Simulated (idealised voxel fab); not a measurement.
The following process module bears the name voxel wiring stack.
FYI the section here is cut, 205 nm wide, cells are 5 nm squares.
Throughout this document, each cross-section is represented as a grid of square cells and is presented as a sequence of bands enumerated from the top downward, where a band comprises one or more rows of cells. Read a band's entry like this: the first values are the height of its top and the height of its bottom in nm, and what follows is the sequence of materials from left to right, each with its width in nm. Note that "blank" is empty space, and that a single material marked "full width" reaches across the band from edge to edge. Heads up on the height convention: 0 is the point under which the incoming wafer is all one material, and the lowest band has no bottom, it just keeps going down, like "0..down". Graded width ("30..40"): value in top row of band = first number; value in bottom row = second number; row-to-row change constant. No cell of the cross-section changed in a step that is given as "remained the same". In the "Internal closed voids" entry, you get each enclosed empty space of 8 cells or more, one with no open way to the top, written width x height at distance, distance from the left edge, in nm. On each step's line, the part that comes after the settings is the simulator's own comment on the step. overlay nm: step with mask; distance mask lay right of planned place; negative value = left of planned place. Below you will find pairs of cross-sections. In each, one shows the wafer before one process step and the other after it, with the after view ending at the lowest band that changed. Under each pair is the step separating them, along with its settings. Do not assume the pairs form a chain: they can come from different runs of this module on the same starting wafer, and a pair continues from the pair above it only when its "Pre-step cross-section" entry says so.

**Pre-step cross-section**
- 65..55: 65 lowk  15 blank  30 lowk  15 blank  80 lowk
- 55..50: 65 lowk  15 Ru  30 lowk  15 Ru  80 lowk
- 50..45: 65 SiCN  15 Ru  30 SiCN  15 Ru  80 SiCN
- 45..20: 60 SiO2  5 TiN  20 Ru  5 TiN  15 SiO2  5 TiN  20 Ru  5 TiN  70 SiO2
- 20..15: 60 SiCN  30 TiN  15 SiCN  30 TiN  70 SiCN
- 15..0: SiO2 full width
- 0..down: Si full width
- Internal closed voids: none

**Post-Step Geometry**
- 65..50: 65 lowk  15 Ru  30 lowk  15 Ru  80 lowk
- Rest of section, below 50: as before.
- Internal closed voids: none
What process step lies between the two cross-sections above? op EPI | material Ru | thk nm 10

Pre-step cross-section: see preceding pair, after cross-section.

**Post-Step Geometry**
- 70..65: TiN full width
- Rest of section, below 65: as before.
- Internal closed voids: none
What process step lies between the two cross-sections above? op DIRECTIONAL_DEP | material TiN | thk nm 5

Pre-step cross-section: see preceding pair, after cross-section.

**Post-Step Geometry**
- 85..70: W full width
- Rest of section, below 70: as before.
- Internal closed voids: none
What process step lies between the two cross-sections above? op DIRECTIONAL_DEP | material W | thk nm 15

Pre-step cross-section: see preceding pair, after cross-section.

**Post-Step Geometry**
- 100..85: aC full width
- Rest of section, below 85: as before.
- Internal closed voids: none
What process step lies between the two cross-sections above? op DIRECTIONAL_DEP | material aC | thk nm 15

Pre-step cross-section: see preceding pair, after cross-section.

**Post-Step Geometry**
- 130..100: 65 blank  30 resist  15 blank  30 resist  65 blank
- Rest of section, below 100: as before.
- Internal closed voids: none
What process step lies between the two cross-sections above? op PATTERN | tone cover | mask id METAL_2 | material resist | width nm 30 | pitch nm 45 | thk nm 30 | overlay nm 0

Pre-step cross-section: see preceding pair, after cross-section.

**Post-Step Geometry**
- 115..100: 65 blank  30 resist  15 blank  30 resist  65 blank
- 100..85: 65 blank  30 aC  15 blank  30 aC  65 blank
- Rest of section, below 85: as before.
- Internal closed voids: none
What process step lies between the two cross-sections above? op DIRECTIONAL_ETCH | etch materials aC | depth nm 15

Pre-step cross-section: see preceding pair, after cross-section.

**Post-Step Geometry**
- 100..85: 65 blank  30 aC  15 blank  30 aC  65 blank
- Rest of section, below 85: as before.
- Internal closed voids: none
What process step lies between the two cross-sections above? op STRIP | etch materials resist

Pre-step cross-section: see preceding pair, after cross-section.

**Post-Step Geometry**
- 100..85: 65 blank  30 aC  15 blank  30 aC  65 blank
- 85..70: 65 blank  30 W  15 blank  30 W  65 blank
- Rest of section, below 70: as before.
- Internal closed voids: none
What process step lies between the two cross-sections above? op DIRECTIONAL_ETCH | etch materials W | depth nm 15

Pre-step cross-section: see preceding pair, after cross-section.

**Post-Step Geometry**
- 100..85: 65 blank  30 aC  15 blank  30 aC  65 blank
- 85..70: 65 blank  30 W  15 blank  30 W  65 blank
- 70..65: 65 blank  30 TiN  15 blank  30 TiN  65 blank
- Rest of section, below 65: as before.
- Internal closed voids: none
What process step lies between the two cross-sections above? op DIRECTIONAL_ETCH | etch materials TiN | depth nm 5

Pre-step cross-section: see preceding pair, after cross-section.

**Post-Step Geometry**
- 85..70: 65 blank  30 W  15 blank  30 W  65 blank
- Rest of section, below 70: as before.
- Internal closed voids: none
What process step lies between the two cross-sections above? op STRIP | etch materials aC

Pre-step cross-section: see preceding pair, after cross-section.

**Post-Step Geometry**
- 90..85: SiO2 full width
- 85..70: 65 SiO2  30 W  15 SiO2  30 W  65 SiO2
- 70..65: 65 SiO2  30 TiN  15 SiO2  30 TiN  65 SiO2
- Rest of section, below 65: as before.
- Internal closed voids: none
What process step lies between the two cross-sections above? op FILL_DEP | material SiO2 | thk nm 5

Pre-step cross-section: see preceding pair, after cross-section.

**Post-Step Geometry**
- 85..70: 65 SiO2  30 W  15 SiO2  30 W  65 SiO2
- Rest of section, below 70: as before.
- Internal closed voids: none
What process step lies between the two cross-sections above? op CMP | height nm 85

Pre-step cross-section: see preceding pair, after cross-section.

**Post-Step Geometry**
- 90..85: SiCN full width
- Rest of section, below 85: as before.
- Internal closed voids: none
What process step lies between the two cross-sections above? op CONFORMAL_DEP | material SiCN | thk nm 5

Pre-step cross-section: see preceding pair, after cross-section.

**Post-Step Geometry**
- 120..90: lowk full width
- Rest of section, below 90: as before.
- Internal closed voids: none
What process step lies between the two cross-sections above? op DIRECTIONAL_DEP | material lowk | thk nm 30

Pre-step cross-section: see preceding pair, after cross-section.

**Post-Step Geometry**
- 135..120: 65 resist  30 blank  15 resist  30 blank  65 resist
- Rest of section, below 120: as before.
- Internal closed voids: none
What process step lies between the two cross-sections above? op PATTERN | tone open | mask id METAL_3 | material resist | width nm 30 | pitch nm 45 | thk nm 15 | overlay nm 0

Pre-step cross-section: see preceding pair, after cross-section.

**Post-Step Geometry**
- 135..120: 65 resist  30 blank  15 resist  30 blank  65 resist
- 120..105: 65 lowk  30 blank  15 lowk  30 blank  65 lowk
- Rest of section, below 105: as before.
- Internal closed voids: none
What process step lies between the two cross-sections above? op DIRECTIONAL_ETCH | etch materials lowk | depth nm 15

Pre-step cross-section: see preceding pair, after cross-section.

**Post-Step Geometry**
- 120..105: 65 lowk  30 blank  15 lowk  30 blank  65 lowk
- Rest of section, below 105: as before.
- Internal closed voids: none
What process step lies between the two cross-sections above? op STRIP | etch materials resist

Pre-step cross-section: see preceding pair, after cross-section.

**Post-Step Geometry**
- 120..105: 65 lowk  30 blank  15 lowk  30 blank  65 lowk
- 105..90: 65 lowk  15 blank  125 lowk
- Rest of section, below 90: as before.
- Internal closed voids: none
What process step lies between the two cross-sections above? op MASKED_ETCH | tone open | mask id METAL_3_HOLES | width nm 15 | etch materials lowk | depth nm 15 | overlay nm 0

Pre-step cross-section: see preceding pair, after cross-section.

**Post-Step Geometry**
- 120..105: 65 lowk  30 blank  15 lowk  30 blank  65 lowk
- 105..90: 65 lowk  15 blank  125 lowk
- 90..85: 65 SiCN  15 blank  125 SiCN
- Rest of section, below 85: as before.
- Internal closed voids: none
What process step lies between the two cross-sections above? op MASKED_ETCH | tone open | mask id METAL_3_HOLES | width nm 15 | etch materials SiCN | depth nm 5 | overlay nm 0

Pre-step cross-section: see preceding pair, after cross-section.

**Post-Step Geometry**
- 125..120: 70 TiN  20 blank  25 TiN  20 blank  70 TiN
- 120..110: 65 lowk  5 TiN  20 blank  5 TiN  15 lowk  5 TiN  20 blank  5 TiN  65 lowk
- 110..105: 65 lowk  5 TiN  5 blank  20 TiN  15 lowk  30 TiN  65 lowk
- 105..90: 65 lowk  5 TiN  5 blank  5 TiN  125 lowk
- 90..85: 65 SiCN  15 TiN  125 SiCN
- Rest of section, below 85: as before.
- Internal closed voids: none
What process step lies between the two cross-sections above? op CONFORMAL_DEP | material TiN | thk nm 5

Pre-step cross-section: see preceding pair, after cross-section.

**Post-Step Geometry**
- 135..125: Cu full width
- 125..120: 70 TiN  20 Cu  25 TiN  20 Cu  70 TiN
- 120..110: 65 lowk  5 TiN  20 Cu  5 TiN  15 lowk  5 TiN  20 Cu  5 TiN  65 lowk
- 110..105: 65 lowk  5 TiN  5 Cu  20 TiN  15 lowk  30 TiN  65 lowk
- 105..90: 65 lowk  5 TiN  5 Cu  5 TiN  125 lowk
- Rest of section, below 90: as before.
- Internal closed voids: none
What process step lies between the two cross-sections above? op FILL_DEP | material Cu | thk nm 10

Pre-step cross-section: see preceding pair, after cross-section.

**Post-Step Geometry**
- 120..110: 65 lowk  5 TiN  20 Cu  5 TiN  15 lowk  5 TiN  20 Cu  5 TiN  65 lowk
- Rest of section, below 110: as before.
- Internal closed voids: none
What process step lies between the two cross-sections above? op CMP | height nm 120

Pre-step cross-section: see preceding pair, after cross-section.

**Post-Step Geometry**
- 125..120: SiCN full width
- Rest of section, below 120: as before.
- Internal closed voids: none
What process step lies between the two cross-sections above? op CONFORMAL_DEP | material SiCN | thk nm 5

Pre-step cross-section: see preceding pair, after cross-section.

**Post-Step Geometry**
- 155..125: lowk full width
- Rest of section, below 125: as before.
- Internal closed voids: none
What process step lies between the two cross-sections above? op DIRECTIONAL_DEP | material lowk | thk nm 30

Pre-step cross-section: see preceding pair, after cross-section.

**Post-Step Geometry**
- 165..155: aC full width
- Rest of section, below 155: as before.
- Internal closed voids: none
What process step lies between the two cross-sections above? op DIRECTIONAL_DEP | material aC | thk nm 10

Pre-step cross-section: see preceding pair, after cross-section.

**Post-Step Geometry**
- 195..165: 65 resist  30 blank  15 resist  30 blank  65 resist
- Rest of section, below 165: as before.
- Internal closed voids: none
What process step lies between the two cross-sections above? op PATTERN | tone open | mask id METAL_4 | material resist | width nm 30 | pitch nm 45 | thk nm 30 | overlay nm 0

Pre-step cross-section: see preceding pair, after cross-section.

**Post-Step Geometry**
- 185..165: 65 resist  30 blank  15 resist  30 blank  65 resist
- 165..155: 65 aC  30 blank  15 aC  30 blank  65 aC
- Rest of section, below 155: as before.
- Internal closed voids: none
What process step lies between the two cross-sections above? op DIRECTIONAL_ETCH | etch materials aC | depth nm 10

Pre-step cross-section: see preceding pair, after cross-section.

**Post-Step Geometry**
- 165..155: 65 aC  30 blank  15 aC  30 blank  65 aC
- Rest of section, below 155: as before.
- Internal closed voids: none
What process step lies between the two cross-sections above? op STRIP | etch materials resist

Pre-step cross-section: see preceding pair, after cross-section.

**Post-Step Geometry**
- 165..155: 65 aC  30 blank  15 aC  30 blank  65 aC
- 155..140: 65 lowk  30 blank  15 lowk  30 blank  65 lowk
- Rest of section, below 140: as before.
- Internal closed voids: none
What process step lies between the two cross-sections above? op DIRECTIONAL_ETCH | etch materials lowk | depth nm 15

Pre-step cross-section: see preceding pair, after cross-section.

**Post-Step Geometry**
- 155..140: 65 lowk  30 blank  15 lowk  30 blank  65 lowk
- Rest of section, below 140: as before.
- Internal closed voids: none
What process step lies between the two cross-sections above? op STRIP | etch materials aC

Pre-step cross-section: see preceding pair, after cross-section.

**Post-Step Geometry**
- 165..155: 65 aC  30 blank  15 aC  30 blank  65 aC
- 155..150: 65 lowk  30 blank  15 lowk  30 blank  65 lowk
- 150..140: 65 lowk  30 aC  15 lowk  30 aC  65 lowk
- Rest of section, below 140: as before.
- Internal closed voids: none
What process step lies between the two cross-sections above? op DIRECTIONAL_DEP | material aC | thk nm 10

Pre-step cross-section: see preceding pair, after cross-section.

**Post-Step Geometry**
- 195..165: 65 resist  15 blank  125 resist
- 165..155: 65 aC  15 blank  15 resist  15 aC  30 resist  65 aC
- 155..150: 65 lowk  15 blank  15 resist  15 lowk  30 resist  65 lowk
- Rest of section, below 150: as before.
- Internal closed voids: none
What process step lies between the two cross-sections above? op PATTERN | tone open | mask id METAL_4_HOLES | material resist | width nm 15 | thk nm 30 | overlay nm 0

Pre-step cross-section: see preceding pair, after cross-section.

**Post-Step Geometry**
- 185..165: 65 resist  15 blank  125 resist
- 165..155: 65 aC  15 blank  15 resist  15 aC  30 resist  65 aC
- 155..150: 65 lowk  15 blank  15 resist  15 lowk  30 resist  65 lowk
- 150..140: 65 lowk  15 blank  15 aC  15 lowk  30 aC  65 lowk
- Rest of section, below 140: as before.
- Internal closed voids: none
What process step lies between the two cross-sections above? op DIRECTIONAL_ETCH | etch materials aC | depth nm 10

Pre-step cross-section: see preceding pair, after cross-section.

**Post-Step Geometry**
- 165..155: 65 aC  30 blank  15 aC  30 blank  65 aC
- 155..150: 65 lowk  30 blank  15 lowk  30 blank  65 lowk
- Rest of section, below 150: as before.
- Internal closed voids: none
What process step lies between the two cross-sections above? op STRIP | etch materials resist

Pre-step cross-section: see preceding pair, after cross-section.

**Post-Step Geometry**
- 165..155: 65 aC  30 blank  15 aC  30 blank  65 aC
- 155..150: 65 lowk  30 blank  15 lowk  30 blank  65 lowk
- 150..140: 65 lowk  15 blank  15 aC  15 lowk  30 aC  65 lowk
- 140..125: 65 lowk  15 blank  125 lowk
- Rest of section, below 125: as before.
- Internal closed voids: none
What process step lies between the two cross-sections above? op DIRECTIONAL_ETCH | etch materials lowk | depth nm 15

Pre-step cross-section: see preceding pair, after cross-section.

**Post-Step Geometry**
- 165..155: 65 aC  30 blank  15 aC  30 blank  65 aC
- 155..150: 65 lowk  30 blank  15 lowk  30 blank  65 lowk
- 150..140: 65 lowk  15 blank  15 aC  15 lowk  30 aC  65 lowk
- 140..125: 65 lowk  15 blank  125 lowk
- 125..120: 65 SiCN  15 blank  125 SiCN
- Rest of section, below 120: as before.
- Internal closed voids: none
What process step lies between the two cross-sections above? op DIRECTIONAL_ETCH | etch materials SiCN | depth nm 5

Pre-step cross-section: see preceding pair, after cross-section.

**Post-Step Geometry**
- 155..140: 65 lowk  30 blank  15 lowk  30 blank  65 lowk
- Rest of section, below 140: as before.
- Internal closed voids: none
What process step lies between the two cross-sections above? op STRIP | etch materials aC

Pre-step cross-section: see preceding pair, after cross-section.

**Post-Step Geometry**
- 160..155: 70 TiN  20 blank  25 TiN  20 blank  70 TiN
- 155..145: 65 lowk  5 TiN  20 blank  5 TiN  15 lowk  5 TiN  20 blank  5 TiN  65 lowk
- 145..140: 65 lowk  5 TiN  5 blank  20 TiN  15 lowk  30 TiN  65 lowk
- 140..125: 65 lowk  5 TiN  5 blank  5 TiN  125 lowk
- 125..120: 65 SiCN  15 TiN  125 SiCN
- Rest of section, below 120: as before.
- Internal closed voids: none
What process step lies between the two cross-sections above? op CONFORMAL_DEP | material TiN | thk nm 5

Pre-step cross-section: see preceding pair, after cross-section.

**Post-Step Geometry**
- 170..160: Cu full width
- 160..155: 70 TiN  20 Cu  25 TiN  20 Cu  70 TiN
- 155..145: 65 lowk  5 TiN  20 Cu  5 TiN  15 lowk  5 TiN  20 Cu  5 TiN  65 lowk
- 145..140: 65 lowk  5 TiN  5 Cu  20 TiN  15 lowk  30 TiN  65 lowk
- 140..125: 65 lowk  5 TiN  5 Cu  5 TiN  125 lowk
- Rest of section, below 125: as before.
- Internal closed voids: none
What process step lies between the two cross-sections above? op FILL_DEP | material Cu | thk nm 10

Pre-step cross-section: see preceding pair, after cross-section.

**Post-Step Geometry**
- 155..145: 65 lowk  5 TiN  20 Cu  5 TiN  15 lowk  5 TiN  20 Cu  5 TiN  65 lowk
- Rest of section, below 145: as before.
- Internal closed voids: none
What process step lies between the two cross-sections above? op CMP | height nm 155

Pre-step cross-section: see preceding pair, after cross-section.

**Post-Step Geometry**
- 160..155: SiCN full width
- Rest of section, below 155: as before.
- Internal closed voids: none
What process step lies between the two cross-sections above? op CONFORMAL_DEP | material SiCN | thk nm 5

**Pre-step cross-section**
- 70..65: TiN full width
- 65..50: 65 lowk  15 Ru  30 lowk  15 Ru  80 lowk
- 50..45: 65 SiCN  15 Ru  30 SiCN  15 Ru  80 SiCN
- 45..20: 65 SiO2  5 TiN  20 Ru  5 TiN  15 SiO2  5 TiN  20 Ru  5 TiN  65 SiO2
- 20..15: 65 SiCN  30 TiN  15 SiCN  30 TiN  65 SiCN
- 15..0: SiO2 full width
- 0..down: Si full width
- Internal closed voids: none

**Post-Step Geometry**
- 85..70: lowk full width
- Rest of section, below 70: as before.
- Internal closed voids: none
What process step lies between the two cross-sections above? op DIRECTIONAL_DEP | material lowk | thk nm 15

Pre-step cross-section: see preceding pair, after cross-section.

**Post-Step Geometry**
- 100..85: aC full width
- Rest of section, below 85: as before.
- Internal closed voids: none
What process step lies between the two cross-sections above? op DIRECTIONAL_DEP | material aC | thk nm 15

Pre-step cross-section: see preceding pair, after cross-section.

**Post-Step Geometry**
- 130..100: 65 blank  30 resist  15 blank  30 resist  65 blank
- Rest of section, below 100: as before.
- Internal closed voids: none
What process step lies between the two cross-sections above? op PATTERN | tone cover | mask id METAL_2 | material resist | width nm 30 | pitch nm 45 | thk nm 30 | overlay nm 0

Pre-step cross-section: see preceding pair, after cross-section.

**Post-Step Geometry**
- 115..100: 65 blank  30 resist  15 blank  30 resist  65 blank
- 100..85: 65 blank  30 aC  15 blank  30 aC  65 blank
- Rest of section, below 85: as before.
- Internal closed voids: none
What process step lies between the two cross-sections above? op DIRECTIONAL_ETCH | etch materials aC | depth nm 15

Pre-step cross-section: see preceding pair, after cross-section.

**Post-Step Geometry**
- 100..85: 65 blank  30 aC  15 blank  30 aC  65 blank
- Rest of section, below 85: as before.
- Internal closed voids: none
What process step lies between the two cross-sections above? op STRIP | etch materials resist

Pre-step cross-section: see preceding pair, after cross-section.

**Post-Step Geometry**
- 85..70: lowk full width
- Rest of section, below 70: as before.
- Internal closed voids: none
What process step lies between the two cross-sections above? op STRIP | etch materials aC

Pre-step cross-section: see preceding pair, after cross-section.

**Post-Step Geometry**
- 90..85: SiO2 full width
- Rest of section, below 85: as before.
- Internal closed voids: none
What process step lies between the two cross-sections above? op FILL_DEP | material SiO2 | thk nm 5

Pre-step cross-section: see preceding pair, after cross-section.

**Post-Step Geometry**
- 85..70: lowk full width
- Rest of section, below 70: as before.
- Internal closed voids: none
What process step lies between the two cross-sections above? op CMP | height nm 85

Pre-step cross-section: see preceding pair, after cross-section.

**Post-Step Geometry**
- 90..85: SiCN full width
- Rest of section, below 85: as before.
- Internal closed voids: none
What process step lies between the two cross-sections above? op CONFORMAL_DEP | material SiCN | thk nm 5

Pre-step cross-section: see preceding pair, after cross-section.

**Post-Step Geometry**
- 120..90: lowk full width
- Rest of section, below 90: as before.
- Internal closed voids: none
What process step lies between the two cross-sections above? op DIRECTIONAL_DEP | material lowk | thk nm 30

Pre-step cross-section: see preceding pair, after cross-section.

**Post-Step Geometry**
- 135..120: 65 resist  30 blank  15 resist  30 blank  65 resist
- Rest of section, below 120: as before.
- Internal closed voids: none
What process step lies between the two cross-sections above? op PATTERN | tone open | mask id METAL_3 | material resist | width nm 30 | pitch nm 45 | thk nm 15 | overlay nm 0

Pre-step cross-section: see preceding pair, after cross-section.

**Post-Step Geometry**
- 135..120: 65 resist  30 blank  15 resist  30 blank  65 resist
- 120..105: 65 lowk  30 blank  15 lowk  30 blank  65 lowk
- Rest of section, below 105: as before.
- Internal closed voids: none
What process step lies between the two cross-sections above? op DIRECTIONAL_ETCH | etch materials lowk | depth nm 15

Pre-step cross-section: see preceding pair, after cross-section.

**Post-Step Geometry**
- 120..105: 65 lowk  30 blank  15 lowk  30 blank  65 lowk
- Rest of section, below 105: as before.
- Internal closed voids: none
What process step lies between the two cross-sections above? op STRIP | etch materials resist

Pre-step cross-section: see preceding pair, after cross-section.

**Post-Step Geometry**
- 120..105: 65 lowk  30 blank  15 lowk  30 blank  65 lowk
- 105..90: 65 lowk  15 blank  125 lowk
- Rest of section, below 90: as before.
- Internal closed voids: none
What process step lies between the two cross-sections above? op MASKED_ETCH | tone open | mask id METAL_3_HOLES | width nm 15 | etch materials lowk | depth nm 15 | overlay nm 0

Pre-step cross-section: see preceding pair, after cross-section.

**Post-Step Geometry**
- 120..105: 65 lowk  30 blank  15 lowk  30 blank  65 lowk
- 105..90: 65 lowk  15 blank  125 lowk
- 90..85: 65 SiCN  15 blank  125 SiCN
- Rest of section, below 85: as before.
- Internal closed voids: none
What process step lies between the two cross-sections above? op MASKED_ETCH | tone open | mask id METAL_3_HOLES | width nm 15 | etch materials SiCN | depth nm 5 | overlay nm 0

Pre-step cross-section: see preceding pair, after cross-section.

**Post-Step Geometry**
- 125..120: 70 TiN  20 blank  25 TiN  20 blank  70 TiN
- 120..110: 65 lowk  5 TiN  20 blank  5 TiN  15 lowk  5 TiN  20 blank  5 TiN  65 lowk
- 110..105: 65 lowk  5 TiN  5 blank  20 TiN  15 lowk  30 TiN  65 lowk
- 105..90: 65 lowk  5 TiN  5 blank  5 TiN  125 lowk
- 90..85: 65 SiCN  15 TiN  125 SiCN
- Rest of section, below 85: as before.
- Internal closed voids: none
What process step lies between the two cross-sections above? op CONFORMAL_DEP | material TiN | thk nm 5

Pre-step cross-section: see preceding pair, after cross-section.

**Post-Step Geometry**
- 135..125: Cu full width
- 125..120: 70 TiN  20 Cu  25 TiN  20 Cu  70 TiN
- 120..110: 65 lowk  5 TiN  20 Cu  5 TiN  15 lowk  5 TiN  20 Cu  5 TiN  65 lowk
- 110..105: 65 lowk  5 TiN  5 Cu  20 TiN  15 lowk  30 TiN  65 lowk
- 105..90: 65 lowk  5 TiN  5 Cu  5 TiN  125 lowk
- Rest of section, below 90: as before.
- Internal closed voids: none
What process step lies between the two cross-sections above? op FILL_DEP | material Cu | thk nm 10

Pre-step cross-section: see preceding pair, after cross-section.

**Post-Step Geometry**
- 120..110: 65 lowk  5 TiN  20 Cu  5 TiN  15 lowk  5 TiN  20 Cu  5 TiN  65 lowk
- Rest of section, below 110: as before.
- Internal closed voids: none
What process step lies between the two cross-sections above? op CMP | height nm 120

Pre-step cross-section: see preceding pair, after cross-section.

**Post-Step Geometry**
- 125..120: SiCN full width
- Rest of section, below 120: as before.
- Internal closed voids: none
What process step lies between the two cross-sections above? op CONFORMAL_DEP | material SiCN | thk nm 5

Pre-step cross-section: see preceding pair, after cross-section.

**Post-Step Geometry**
- 155..125: lowk full width
- Rest of section, below 125: as before.
- Internal closed voids: none
What process step lies between the two cross-sections above? op DIRECTIONAL_DEP | material lowk | thk nm 30

Pre-step cross-section: see preceding pair, after cross-section.

**Post-Step Geometry**
- 165..155: aC full width
- Rest of section, below 155: as before.
- Internal closed voids: none
What process step lies between the two cross-sections above? op DIRECTIONAL_DEP | material aC | thk nm 10

Pre-step cross-section: see preceding pair, after cross-section.

**Post-Step Geometry**
- 195..165: 65 resist  30 blank  15 resist  30 blank  65 resist
- Rest of section, below 165: as before.
- Internal closed voids: none
What process step lies between the two cross-sections above? op PATTERN | tone open | mask id METAL_4 | material resist | width nm 30 | pitch nm 45 | thk nm 30 | overlay nm 0

Pre-step cross-section: see preceding pair, after cross-section.

**Post-Step Geometry**
- 185..165: 65 resist  30 blank  15 resist  30 blank  65 resist
- 165..155: 65 aC  30 blank  15 aC  30 blank  65 aC
- Rest of section, below 155: as before.
- Internal closed voids: none
What process step lies between the two cross-sections above? op DIRECTIONAL_ETCH | etch materials aC | depth nm 10

Pre-step cross-section: see preceding pair, after cross-section.

**Post-Step Geometry**
- 165..155: 65 aC  30 blank  15 aC  30 blank  65 aC
- Rest of section, below 155: as before.
- Internal closed voids: none
What process step lies between the two cross-sections above? op STRIP | etch materials resist

Pre-step cross-section: see preceding pair, after cross-section.

**Post-Step Geometry**
- 165..155: 65 aC  30 blank  15 aC  30 blank  65 aC
- 155..140: 65 lowk  30 blank  15 lowk  30 blank  65 lowk
- Rest of section, below 140: as before.
- Internal closed voids: none
What process step lies between the two cross-sections above? op DIRECTIONAL_ETCH | etch materials lowk | depth nm 15

Pre-step cross-section: see preceding pair, after cross-section.

**Post-Step Geometry**
- 155..140: 65 lowk  30 blank  15 lowk  30 blank  65 lowk
- Rest of section, below 140: as before.
- Internal closed voids: none
What process step lies between the two cross-sections above? op STRIP | etch materials aC

Pre-step cross-section: see preceding pair, after cross-section.

**Post-Step Geometry**
- 165..155: 65 aC  30 blank  15 aC  30 blank  65 aC
- 155..150: 65 lowk  30 blank  15 lowk  30 blank  65 lowk
- 150..140: 65 lowk  30 aC  15 lowk  30 aC  65 lowk
- Rest of section, below 140: as before.
- Internal closed voids: none
What process step lies between the two cross-sections above? op DIRECTIONAL_DEP | material aC | thk nm 10

Pre-step cross-section: see preceding pair, after cross-section.

**Post-Step Geometry**
- 195..165: 65 resist  15 blank  125 resist
- 165..155: 65 aC  15 blank  15 resist  15 aC  30 resist  65 aC
- 155..150: 65 lowk  15 blank  15 resist  15 lowk  30 resist  65 lowk
- Rest of section, below 150: as before.
- Internal closed voids: none
What process step lies between the two cross-sections above? op PATTERN | tone open | mask id METAL_4_HOLES | material resist | width nm 15 | thk nm 30 | overlay nm 0

Pre-step cross-section: see preceding pair, after cross-section.

**Post-Step Geometry**
- 185..165: 65 resist  15 blank  125 resist
- 165..155: 65 aC  15 blank  15 resist  15 aC  30 resist  65 aC
- 155..150: 65 lowk  15 blank  15 resist  15 lowk  30 resist  65 lowk
- 150..140: 65 lowk  15 blank  15 aC  15 lowk  30 aC  65 lowk
- Rest of section, below 140: as before.
- Internal closed voids: none
What process step lies between the two cross-sections above? op DIRECTIONAL_ETCH | etch materials aC | depth nm 10

Pre-step cross-section: see preceding pair, after cross-section.

**Post-Step Geometry**
- 165..155: 65 aC  30 blank  15 aC  30 blank  65 aC
- 155..150: 65 lowk  30 blank  15 lowk  30 blank  65 lowk
- Rest of section, below 150: as before.
- Internal closed voids: none
What process step lies between the two cross-sections above? op STRIP | etch materials resist

Pre-step cross-section: see preceding pair, after cross-section.

**Post-Step Geometry**
- 165..155: 65 aC  30 blank  15 aC  30 blank  65 aC
- 155..150: 65 lowk  30 blank  15 lowk  30 blank  65 lowk
- 150..140: 65 lowk  15 blank  15 aC  15 lowk  30 aC  65 lowk
- 140..125: 65 lowk  15 blank  125 lowk
- Rest of section, below 125: as before.
- Internal closed voids: none
What process step lies between the two cross-sections above? op DIRECTIONAL_ETCH | etch materials lowk | depth nm 15

Pre-step cross-section: see preceding pair, after cross-section.

**Post-Step Geometry**
- 165..155: 65 aC  30 blank  15 aC  30 blank  65 aC
- 155..150: 65 lowk  30 blank  15 lowk  30 blank  65 lowk
- 150..140: 65 lowk  15 blank  15 aC  15 lowk  30 aC  65 lowk
- 140..125: 65 lowk  15 blank  125 lowk
- 125..120: 65 SiCN  15 blank  125 SiCN
- Rest of section, below 120: as before.
- Internal closed voids: none
What process step lies between the two cross-sections above? op DIRECTIONAL_ETCH | etch materials SiCN | depth nm 5

Pre-step cross-section: see preceding pair, after cross-section.

**Post-Step Geometry**
- 155..140: 65 lowk  30 blank  15 lowk  30 blank  65 lowk
- Rest of section, below 140: as before.
- Internal closed voids: none
What process step lies between the two cross-sections above? op STRIP | etch materials aC

Pre-step cross-section: see preceding pair, after cross-section.

**Post-Step Geometry**
- 160..155: 70 TiN  20 blank  25 TiN  20 blank  70 TiN
- 155..145: 65 lowk  5 TiN  20 blank  5 TiN  15 lowk  5 TiN  20 blank  5 TiN  65 lowk
- 145..140: 65 lowk  5 TiN  5 blank  20 TiN  15 lowk  30 TiN  65 lowk
- 140..125: 65 lowk  5 TiN  5 blank  5 TiN  125 lowk
- 125..120: 65 SiCN  15 TiN  125 SiCN
- Rest of section, below 120: as before.
- Internal closed voids: none
What process step lies between the two cross-sections above? op CONFORMAL_DEP | material TiN | thk nm 5

Pre-step cross-section: see preceding pair, after cross-section.

**Post-Step Geometry**
- 170..160: Cu full width
- 160..155: 70 TiN  20 Cu  25 TiN  20 Cu  70 TiN
- 155..145: 65 lowk  5 TiN  20 Cu  5 TiN  15 lowk  5 TiN  20 Cu  5 TiN  65 lowk
- 145..140: 65 lowk  5 TiN  5 Cu  20 TiN  15 lowk  30 TiN  65 lowk
- 140..125: 65 lowk  5 TiN  5 Cu  5 TiN  125 lowk
- Rest of section, below 125: as before.
- Internal closed voids: none
What process step lies between the two cross-sections above? op FILL_DEP | material Cu | thk nm 10

Pre-step cross-section: see preceding pair, after cross-section.

**Post-Step Geometry**
- 155..145: 65 lowk  5 TiN  20 Cu  5 TiN  15 lowk  5 TiN  20 Cu  5 TiN  65 lowk
- Rest of section, below 145: as before.
- Internal closed voids: none
What process step lies between the two cross-sections above? op CMP | height nm 155

Pre-step cross-section: see preceding pair, after cross-section.

**Post-Step Geometry**
- 160..155: SiCN full width
- Rest of section, below 155: as before.
- Internal closed voids: none
What process step lies between the two cross-sections above? op CONFORMAL_DEP | material SiCN | thk nm 5

**Pre-step cross-section**
- 165..155: aC full width
- 155..125: lowk full width
- 125..120: SiCN full width
- 120..110: 65 lowk  5 TiN  20 Cu  5 TiN  15 lowk  5 TiN  20 Cu  5 TiN  65 lowk
- 110..105: 65 lowk  5 TiN  5 Cu  20 TiN  15 lowk  30 TiN  65 lowk
- 105..90: 65 lowk  5 TiN  5 Cu  5 TiN  125 lowk
- 90..85: 65 SiCN  15 TiN  125 SiCN
- 85..70: 65 SiO2  30 W  15 SiO2  30 W  65 SiO2
- 70..65: 65 SiO2  30 TiN  15 SiO2  30 TiN  65 SiO2
- 65..50: 65 lowk  15 Ru  30 lowk  15 Ru  80 lowk
- 50..45: 65 SiCN  15 Ru  30 SiCN  15 Ru  80 SiCN
- 45..20: 65 SiO2  5 TiN  20 Ru  5 TiN  15 SiO2  5 TiN  20 Ru  5 TiN  65 SiO2
- 20..15: 65 SiCN  30 TiN  15 SiCN  30 TiN  65 SiCN
- 15..0: SiO2 full width
- 0..down: Si full width
- Internal closed voids: none

**Post-Step Geometry**
- 195..165: 65 blank  30 resist  15 blank  30 resist  65 blank
- Rest of section, below 165: as before.
- Internal closed voids: none
What process step lies between the two cross-sections above? op PATTERN | tone cover | mask id METAL_4 | material resist | width nm 30 | pitch nm 45 | thk nm 30 | overlay nm 0
